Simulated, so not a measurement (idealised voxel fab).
Process module name: voxel tone inversion
In the cross-section labelled cut, the width is 240 nm and each square cell is 5 nm.
Just so we're on the same page, the cross-sections are grids of square cells, and they're listed out in bands top to bottom, each band one or more rows deep.
The band entry comprises the height of the band's top followed by the height of its bottom, expressed in nm, and subsequently the band's materials from left to right, each stated together with its width in nm. Where a single material is marked with the word "everywhere", that material fills the band from edge to edge. The word "blank" represents empty space.
It should be noted that heights are counted from 0, beneath which the wafer as supplied is of one material throughout, and that the lowest band possesses no lower boundary but continues downward, as written in "z 0 and below".
The expression "30 to 40" gives the width at the extremes of the band, the first number at its top row of cells and the second at its bottom row, with the width changing by equal amounts from each row to the next in between.
"remained unchanged" after a step means that no cell of the cross-section changed.
Any empty space of 8 cells or more lacking an open way to the top shows up in "Sealed void listing" as width x height at distance, distance from the left edge, in nm.
Text after the settings on a step's line: the simulator's own remark on that step.
A step line may carry the setting "overlay nm", which, for steps involving a mask, states the distance by which the mask lay to the right of its intended position; negative values denote displacement to the left.
# The planned process steps are enumerated hereunder
- 1: RECEIVE with material Si
- 2: CONFORMAL_DEP with material SiCN, thk nm 5
- 3: DIRECTIONAL_DEP with material polySi, thk nm 20
- 4: PATTERN with tone cover, mask id POSTS, material resist, width nm 15, pitch nm 55, thk nm 30, overlay nm 0
- 5: DIRECTIONAL_ETCH with etch materials polySi, depth nm 20
- 6: STRIP with etch materials resist
- 7: FILL_DEP with material lowk, thk nm 10
- 8: CMP with height nm 25
- 9: STRIP with etch materials polySi
It is noted that the wafers described herein are identical at the outset and are distinguished by the width nm of step 4; the value stated in the plan corresponds to the first wafer.
# As received, i.e. after step 1: cross-section through the first of several wafers
    z 0 and below: Si everywhere
    Sealed void listing: none
# each wafer at the end: cells of each material gained (+) or lost (-) since it was received, then its closed voids
width nm 15 | +48 SiCN | +156 lowk | Sealed void listing: none
width nm 20 | +48 SiCN | +144 lowk | Sealed void listing: none
width nm 25 | +48 SiCN | +132 lowk | Sealed void listing: none
width nm 30 | +48 SiCN | +120 lowk | Sealed void listing: none
width nm 35 | +48 SiCN | +108 lowk | Sealed void listing: none
width nm 40 | +48 SiCN | +96 lowk | Sealed void listing: none
